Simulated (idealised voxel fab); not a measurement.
process module | voxel transistor to metal
cross-section cut | 265 nm wide | cells 5 nm
A cross-section is a grid of square cells, given in bands from the top down. A band is one or more rows of cells.
Each band's line starts with the height of the band's top and of its bottom, in nm. Then come its materials from left to right, each with its width in nm. One material with "throughout" fills the band from edge to edge. "air" is empty space.
Height 0 is the level under which the wafer as received is all one material. The lowest band goes on downwards, as in "0 down".
A width such as "30 to 40" changes by the same amount from each row of cells to the next, from the band's top row to its bottom row.
"no change" after a step means that no cell of the cross-section changed.
closed voids: empty space of 8 cells or more with no open way to the top, each as width x height at its distance from the left edge, in nm
after a step's settings: what the simulator itself notes on the step
overlay nm, on a step with a mask: how far to the right of its planned place the mask lay; to the left if negative
plan
1 op RECEIVE | material Si
2 op OXIDIZE | depth nm 5
3 op CONFORMAL_DEP | material SiN | thk nm 10
4 op PATTERN | tone cover | mask id ACTIVE | material resist | width nm 100 | pitch nm 125 | thk nm 20 | overlay nm 0
5 op DIRECTIONAL_ETCH | etch materials SiN | depth nm 10
6 op DIRECTIONAL_ETCH | etch materials SiO2 | depth nm 5
7 op DIRECTIONAL_ETCH | etch materials Si | depth nm 20
8 op STRIP | etch materials resist
9 op OXIDIZE | depth nm 5
10 op FILL_DEP | material SiO2 | thk nm 10
11 op CMP | height nm 10
12 op SELECTIVE_ETCH | etch materials SiO2 | depth nm 10
13 op STRIP | etch materials SiN
14 op SELECTIVE_ETCH | etch materials SiO2 | depth nm 5
15 op OXIDIZE | depth nm 5
16 op DIRECTIONAL_DEP | material polySi | thk nm 30
17 op DIRECTIONAL_DEP | material SiCN | thk nm 10
18 op MASKED_ETCH | tone cover | mask id GATE | width nm 20 | pitch nm 125 | etch materials SiCN | depth nm 20 | overlay nm 0
19 op MASKED_ETCH | tone cover | mask id GATE | width nm 20 | pitch nm 125 | etch materials polySi | depth nm 40 | overlay nm 0
20 op CONFORMAL_DEP | material SiN | thk nm 5
21 op DIRECTIONAL_ETCH | etch materials SiN | depth nm 5
22 op DIRECTIONAL_ETCH | etch materials SiO2 | depth nm 5
23 op EPI | material nSi | thk nm 5
24 op FILL_DEP | material SiO2 | thk nm 5
25 op CMP | height nm 35
26 op DIRECTIONAL_DEP | material SiO2 | thk nm 15
27 op MASKED_ETCH | tone open | mask id CONTACT | width nm 15 | etch materials SiO2 | depth nm 55 | overlay nm 0
28 op CONFORMAL_DEP | material TiN | thk nm 5
29 op FILL_DEP | material W | thk nm 10
30 op CMP | height nm 50
31 op CONFORMAL_DEP | material SiN | thk nm 5
32 op DIRECTIONAL_DEP | material lowk | thk nm 15
33 op PATTERN | tone open | mask id METAL_1 | material resist | width nm 15 | thk nm 15 | overlay nm 0
34 op DIRECTIONAL_ETCH | etch materials lowk | depth nm 15
35 op DIRECTIONAL_ETCH | etch materials SiN | depth nm 5
36 op STRIP | etch materials resist
37 op CONFORMAL_DEP | material TiN | thk nm 5
38 op FILL_DEP | material Ru | thk nm 10
39 op CMP | height nm 70
40 op EPI | material Ru | thk nm 5
41 op FILL_DEP | material SiCN | thk nm 5
42 op DIRECTIONAL_DEP | material lowk | thk nm 35
43 op DIRECTIONAL_DEP | material aC | thk nm 15
44 op PATTERN | tone open | mask id METAL_2 | material resist | width nm 15 | pitch nm 125 | thk nm 30 | overlay nm 0
45 op DIRECTIONAL_ETCH | etch materials aC | depth nm 15
46 op STRIP | etch materials resist
47 op DIRECTIONAL_ETCH | etch materials lowk | depth nm 20
48 op STRIP | etch materials aC
49 op PATTERN | tone open | mask id METAL_2_HOLES | material resist | width nm 15 | pitch nm 125 | thk nm 15 | overlay nm 0
50 op DIRECTIONAL_ETCH | etch materials lowk | depth nm 15
51 op DIRECTIONAL_ETCH | etch materials SiCN | depth nm 5
52 op STRIP | etch materials resist
53 op CONFORMAL_DEP | material TiN | thk nm 5
54 op FILL_DEP | material Ru | thk nm 5
55 op CMP | height nm 115
56 op CONFORMAL_DEP | material SiN | thk nm 5
first wafer, as planned
as received, after step 1
  0 down: Si throughout
  closed voids: none
after step 2
  0 to -5: SiO2 throughout
  below -5: unchanged
after step 3
  10 to 0: SiN throughout
  below 0: unchanged
after step 4
  30 to 10: air 20 | resist 100 | air 25 | resist 100 | air 20
  below 10: unchanged
after step 5
  30 to 10: air 20 | resist 100 | air 25 | resist 100 | air 20
  10 to 0: air 20 | SiN 100 | air 25 | SiN 100 | air 20
  below 0: unchanged
after step 6
  30 to 10: air 20 | resist 100 | air 25 | resist 100 | air 20
  10 to 0: air 20 | SiN 100 | air 25 | SiN 100 | air 20
  0 to -5: air 20 | SiO2 100 | air 25 | SiO2 100 | air 20
  below -5: unchanged
after step 7
  30 to 10: air 20 | resist 100 | air 25 | resist 100 | air 20
  10 to 0: air 20 | SiN 100 | air 25 | SiN 100 | air 20
  0 to -5: air 20 | SiO2 100 | air 25 | SiO2 100 | air 20
  -5 to -25: air 20 | Si 100 | air 25 | Si 100 | air 20
  below -25: unchanged
after step 8
  10 to 0: air 20 | SiN 100 | air 25 | SiN 100 | air 20
  below 0: unchanged
after step 9
  10 to 0: air 20 | SiN 100 | air 25 | SiN 100 | air 20
  0 to -5: air 20 | SiO2 100 | air 25 | SiO2 100 | air 20
  -5 to -25: air 20 | SiO2 5 | Si 90 | SiO2 5 | air 25 | SiO2 5 | Si 90 | SiO2 5 | air 20
  -25 to -30: SiO2 25 | Si 90 | SiO2 35 | Si 90 | SiO2 25
  below -30: unchanged
after step 10
  20 to 10: SiO2 throughout
  10 to 0: SiO2 20 | SiN 100 | SiO2 25 | SiN 100 | SiO2 20
  0 to -5: SiO2 throughout
  -5 to -30: SiO2 25 | Si 90 | SiO2 35 | Si 90 | SiO2 25
  below -30: unchanged
after step 11
  10 to 0: SiO2 20 | SiN 100 | SiO2 25 | SiN 100 | SiO2 20
  below 0: unchanged
after step 12
  10 to 0: air 20 | SiN 100 | air 25 | SiN 100 | air 20
  below 0: unchanged
after step 13
  0 to -5: SiO2 throughout
  below -5: unchanged
after step 14
  -5 to -30: SiO2 25 | Si 90 | SiO2 35 | Si 90 | SiO2 25
  below -30: unchanged
after step 15
  -5 to -10: SiO2 throughout
  below -10: unchanged
after step 16
  25 to -5: polySi throughout
  below -5: unchanged
after step 17
  35 to 25: SiCN throughout
  below 25: unchanged
after step 18
  35 to 25: air 60 | SiCN 20 | air 105 | SiCN 20 | air 60
  below 25: unchanged
after step 19
  35 to 25: air 60 | SiCN 20 | air 105 | SiCN 20 | air 60
  25 to -5: air 60 | polySi 20 | air 105 | polySi 20 | air 60
  below -5: unchanged
after step 20
  40 to 35: air 55 | SiN 30 | air 95 | SiN 30 | air 55
  35 to 25: air 55 | SiN 5 | SiCN 20 | SiN 5 | air 95 | SiN 5 | SiCN 20 | SiN 5 | air 55
  25 to 0: air 55 | SiN 5 | polySi 20 | SiN 5 | air 95 | SiN 5 | polySi 20 | SiN 5 | air 55
  0 to -5: SiN 60 | polySi 20 | SiN 105 | polySi 20 | SiN 60
  below -5: unchanged
after step 21
  35 to 25: air 55 | SiN 5 | SiCN 20 | SiN 5 | air 95 | SiN 5 | SiCN 20 | SiN 5 | air 55
  25 to -5: air 55 | SiN 5 | polySi 20 | SiN 5 | air 95 | SiN 5 | polySi 20 | SiN 5 | air 55
  below -5: unchanged
after step 22
  35 to 25: air 55 | SiN 5 | SiCN 20 | SiN 5 | air 95 | SiN 5 | SiCN 20 | SiN 5 | air 55
  25 to -5: air 55 | SiN 5 | polySi 20 | SiN 5 | air 95 | SiN 5 | polySi 20 | SiN 5 | air 55
  -5 to -10: air 55 | SiO2 30 | air 95 | SiO2 30 | air 55
  below -10: unchanged
after step 23
  35 to 25: air 55 | SiN 5 | SiCN 20 | SiN 5 | air 95 | SiN 5 | SiCN 20 | SiN 5 | air 55
  25 to -5: air 55 | SiN 5 | polySi 20 | SiN 5 | air 95 | SiN 5 | polySi 20 | SiN 5 | air 55
  -5 to -10: air 20 | nSi 35 | SiO2 30 | nSi 35 | air 25 | nSi 35 | SiO2 30 | nSi 35 | air 20
  below -10: unchanged
after step 24
  40 to 35: SiO2 throughout
  35 to 25: SiO2 55 | SiN 5 | SiCN 20 | SiN 5 | SiO2 95 | SiN 5 | SiCN 20 | SiN 5 | SiO2 55
  25 to -5: SiO2 55 | SiN 5 | polySi 20 | SiN 5 | SiO2 95 | SiN 5 | polySi 20 | SiN 5 | SiO2 55
  -5 to -10: SiO2 20 | nSi 35 | SiO2 30 | nSi 35 | SiO2 25 | nSi 35 | SiO2 30 | nSi 35 | SiO2 20
  below -10: unchanged
after step 25
  35 to 25: SiO2 55 | SiN 5 | SiCN 20 | SiN 5 | SiO2 95 | SiN 5 | SiCN 20 | SiN 5 | SiO2 55
  below 25: unchanged
after step 26
  50 to 35: SiO2 throughout
  below 35: unchanged
after step 27
  50 to 35: SiO2 30 | air 15 | SiO2 50 | air 15 | SiO2 45 | air 15 | SiO2 50 | air 15 | SiO2 30
  35 to 25: SiO2 30 | air 15 | SiO2 10 | SiN 5 | SiCN 20 | SiN 5 | SiO2 10 | air 15 | SiO2 45 | air 15 | SiO2 10 | SiN 5 | SiCN 20 | SiN 5 | SiO2 10 | air 15 | SiO2 30
  25 to -5: SiO2 30 | air 15 | SiO2 10 | SiN 5 | polySi 20 | SiN 5 | SiO2 10 | air 15 | SiO2 45 | air 15 | SiO2 10 | SiN 5 | polySi 20 | SiN 5 | SiO2 10 | air 15 | SiO2 30
  below -5: unchanged
after step 28
  55 to 50: TiN 35 | air 5 | TiN 60 | air 5 | TiN 55 | air 5 | TiN 60 | air 5 | TiN 35
  50 to 35: SiO2 30 | TiN 5 | air 5 | TiN 5 | SiO2 50 | TiN 5 | air 5 | TiN 5 | SiO2 45 | TiN 5 | air 5 | TiN 5 | SiO2 50 | TiN 5 | air 5 | TiN 5 | SiO2 30
  35 to 25: SiO2 30 | TiN 5 | air 5 | TiN 5 | SiO2 10 | SiN 5 | SiCN 20 | SiN 5 | SiO2 10 | TiN 5 | air 5 | TiN 5 | SiO2 45 | TiN 5 | air 5 | TiN 5 | SiO2 10 | SiN 5 | SiCN 20 | SiN 5 | SiO2 10 | TiN 5 | air 5 | TiN 5 | SiO2 30
  25 to 0: SiO2 30 | TiN 5 | air 5 | TiN 5 | SiO2 10 | SiN 5 | polySi 20 | SiN 5 | SiO2 10 | TiN 5 | air 5 | TiN 5 | SiO2 45 | TiN 5 | air 5 | TiN 5 | SiO2 10 | SiN 5 | polySi 20 | SiN 5 | SiO2 10 | TiN 5 | air 5 | TiN 5 | SiO2 30
  0 to -5: SiO2 30 | TiN 15 | SiO2 10 | SiN 5 | polySi 20 | SiN 5 | SiO2 10 | TiN 15 | SiO2 45 | TiN 15 | SiO2 10 | SiN 5 | polySi 20 | SiN 5 | SiO2 10 | TiN 15 | SiO2 30
  below -5: unchanged
after step 29
  65 to 55: W throughout
  55 to 50: TiN 35 | W 5 | TiN 60 | W 5 | TiN 55 | W 5 | TiN 60 | W 5 | TiN 35
  50 to 35: SiO2 30 | TiN 5 | W 5 | TiN 5 | SiO2 50 | TiN 5 | W 5 | TiN 5 | SiO2 45 | TiN 5 | W 5 | TiN 5 | SiO2 50 | TiN 5 | W 5 | TiN 5 | SiO2 30
  35 to 25: SiO2 30 | TiN 5 | W 5 | TiN 5 | SiO2 10 | SiN 5 | SiCN 20 | SiN 5 | SiO2 10 | TiN 5 | W 5 | TiN 5 | SiO2 45 | TiN 5 | W 5 | TiN 5 | SiO2 10 | SiN 5 | SiCN 20 | SiN 5 | SiO2 10 | TiN 5 | W 5 | TiN 5 | SiO2 30
  25 to 0: SiO2 30 | TiN 5 | W 5 | TiN 5 | SiO2 10 | SiN 5 | polySi 20 | SiN 5 | SiO2 10 | TiN 5 | W 5 | TiN 5 | SiO2 45 | TiN 5 | W 5 | TiN 5 | SiO2 10 | SiN 5 | polySi 20 | SiN 5 | SiO2 10 | TiN 5 | W 5 | TiN 5 | SiO2 30
  below 0: unchanged
after step 30
  50 to 35: SiO2 30 | TiN 5 | W 5 | TiN 5 | SiO2 50 | TiN 5 | W 5 | TiN 5 | SiO2 45 | TiN 5 | W 5 | TiN 5 | SiO2 50 | TiN 5 | W 5 | TiN 5 | SiO2 30
  below 35: unchanged
after step 31
  55 to 50: SiN throughout
  below 50: unchanged
after step 32
  70 to 55: lowk throughout
  below 55: unchanged
after step 33
  85 to 70: resist 30 | air 15 | resist 50 | air 15 | resist 45 | air 15 | resist 50 | air 15 | resist 30
  below 70: unchanged
after step 34
  85 to 70: resist 30 | air 15 | resist 50 | air 15 | resist 45 | air 15 | resist 50 | air 15 | resist 30
  70 to 55: lowk 30 | air 15 | lowk 50 | air 15 | lowk 45 | air 15 | lowk 50 | air 15 | lowk 30
  below 55: unchanged
after step 35
  85 to 70: resist 30 | air 15 | resist 50 | air 15 | resist 45 | air 15 | resist 50 | air 15 | resist 30
  70 to 55: lowk 30 | air 15 | lowk 50 | air 15 | lowk 45 | air 15 | lowk 50 | air 15 | lowk 30
  55 to 50: SiN 30 | air 15 | SiN 50 | air 15 | SiN 45 | air 15 | SiN 50 | air 15 | SiN 30
  below 50: unchanged
after step 36
  70 to 55: lowk 30 | air 15 | lowk 50 | air 15 | lowk 45 | air 15 | lowk 50 | air 15 | lowk 30
  below 55: unchanged
after step 37
  75 to 70: TiN 35 | air 5 | TiN 60 | air 5 | TiN 55 | air 5 | TiN 60 | air 5 | TiN 35
  70 to 55: lowk 30 | TiN 5 | air 5 | TiN 5 | lowk 50 | TiN 5 | air 5 | TiN 5 | lowk 45 | TiN 5 | air 5 | TiN 5 | lowk 50 | TiN 5 | air 5 | TiN 5 | lowk 30
  55 to 50: SiN 30 | TiN 15 | SiN 50 | TiN 15 | SiN 45 | TiN 15 | SiN 50 | TiN 15 | SiN 30
  below 50: unchanged
after step 38
  85 to 75: Ru throughout
  75 to 70: TiN 35 | Ru 5 | TiN 60 | Ru 5 | TiN 55 | Ru 5 | TiN 60 | Ru 5 | TiN 35
  70 to 55: lowk 30 | TiN 5 | Ru 5 | TiN 5 | lowk 50 | TiN 5 | Ru 5 | TiN 5 | lowk 45 | TiN 5 | Ru 5 | TiN 5 | lowk 50 | TiN 5 | Ru 5 | TiN 5 | lowk 30
  below 55: unchanged
after step 39
  70 to 55: lowk 30 | TiN 5 | Ru 5 | TiN 5 | lowk 50 | TiN 5 | Ru 5 | TiN 5 | lowk 45 | TiN 5 | Ru 5 | TiN 5 | lowk 50 | TiN 5 | Ru 5 | TiN 5 | lowk 30
  below 55: unchanged
after step 40
  75 to 70: air 25 | Ru 25 | air 40 | Ru 25 | air 35 | Ru 25 | air 40 | Ru 25 | air 25
  below 70: unchanged
after step 41
  80 to 75: SiCN throughout
  75 to 70: SiCN 25 | Ru 25 | SiCN 40 | Ru 25 | SiCN 35 | Ru 25 | SiCN 40 | Ru 25 | SiCN 25
  below 70: unchanged
after step 42
  115 to 80: lowk throughout
  below 80: unchanged
after step 43
  130 to 115: aC throughout
  below 115: unchanged
after step 44
  160 to 130: resist 30 | air 15 | resist 110 | air 15 | resist 95
  below 130: unchanged
after step 45
  145 to 130: resist 30 | air 15 | resist 110 | air 15 | resist 95
  130 to 115: aC 30 | air 15 | aC 110 | air 15 | aC 95
  below 115: unchanged
after step 46
  130 to 115: aC 30 | air 15 | aC 110 | air 15 | aC 95
  below 115: unchanged
after step 47
  130 to 115: aC 30 | air 15 | aC 110 | air 15 | aC 95
  115 to 95: lowk 30 | air 15 | lowk 110 | air 15 | lowk 95
  below 95: unchanged
after step 48
  115 to 95: lowk 30 | air 15 | lowk 110 | air 15 | lowk 95
  below 95: unchanged
after step 49
  130 to 115: resist 30 | air 15 | resist 110 | air 15 | resist 95
  below 115: unchanged
after step 50
  130 to 115: resist 30 | air 15 | resist 110 | air 15 | resist 95
  115 to 80: lowk 30 | air 15 | lowk 110 | air 15 | lowk 95
  below 80: unchanged
after step 51
  130 to 115: resist 30 | air 15 | resist 110 | air 15 | resist 95
  115 to 80: lowk 30 | air 15 | lowk 110 | air 15 | lowk 95
  80 to 75: SiCN 30 | air 15 | SiCN 110 | air 15 | SiCN 95
  below 75: unchanged
after step 52
  115 to 80: lowk 30 | air 15 | lowk 110 | air 15 | lowk 95
  below 80: unchanged
after step 53
  120 to 115: TiN 35 | air 5 | TiN 120 | air 5 | TiN 100
  115 to 80: lowk 30 | TiN 5 | air 5 | TiN 5 | lowk 110 | TiN 5 | air 5 | TiN 5 | lowk 95
  80 to 75: SiCN 30 | TiN 15 | SiCN 110 | TiN 15 | SiCN 95
  below 75: unchanged
after step 54
  125 to 120: Ru throughout
  120 to 115: TiN 35 | Ru 5 | TiN 120 | Ru 5 | TiN 100
  115 to 80: lowk 30 | TiN 5 | Ru 5 | TiN 5 | lowk 110 | TiN 5 | Ru 5 | TiN 5 | lowk 95
  below 80: unchanged
after step 55
  115 to 80: lowk 30 | TiN 5 | Ru 5 | TiN 5 | lowk 110 | TiN 5 | Ru 5 | TiN 5 | lowk 95
  below 80: unchanged
after step 56
  120 to 115: SiN throughout
  below 115: unchanged
second wafer: like start, like plan, one mistake. Through step 54 it matches the first wafer
when step 55 should have ended
  120 to 115: TiN 35 | Ru 5 | TiN 120 | Ru 5 | TiN 100
  below 115: unchanged
when step 56 should have ended
  125 to 120: SiN throughout
  below 120: unchanged
what went wrong: step 55 ran as: op CMP | height nm 120
at the end the second wafer has, in cells: 2 more of Ru | 51 more of TiN
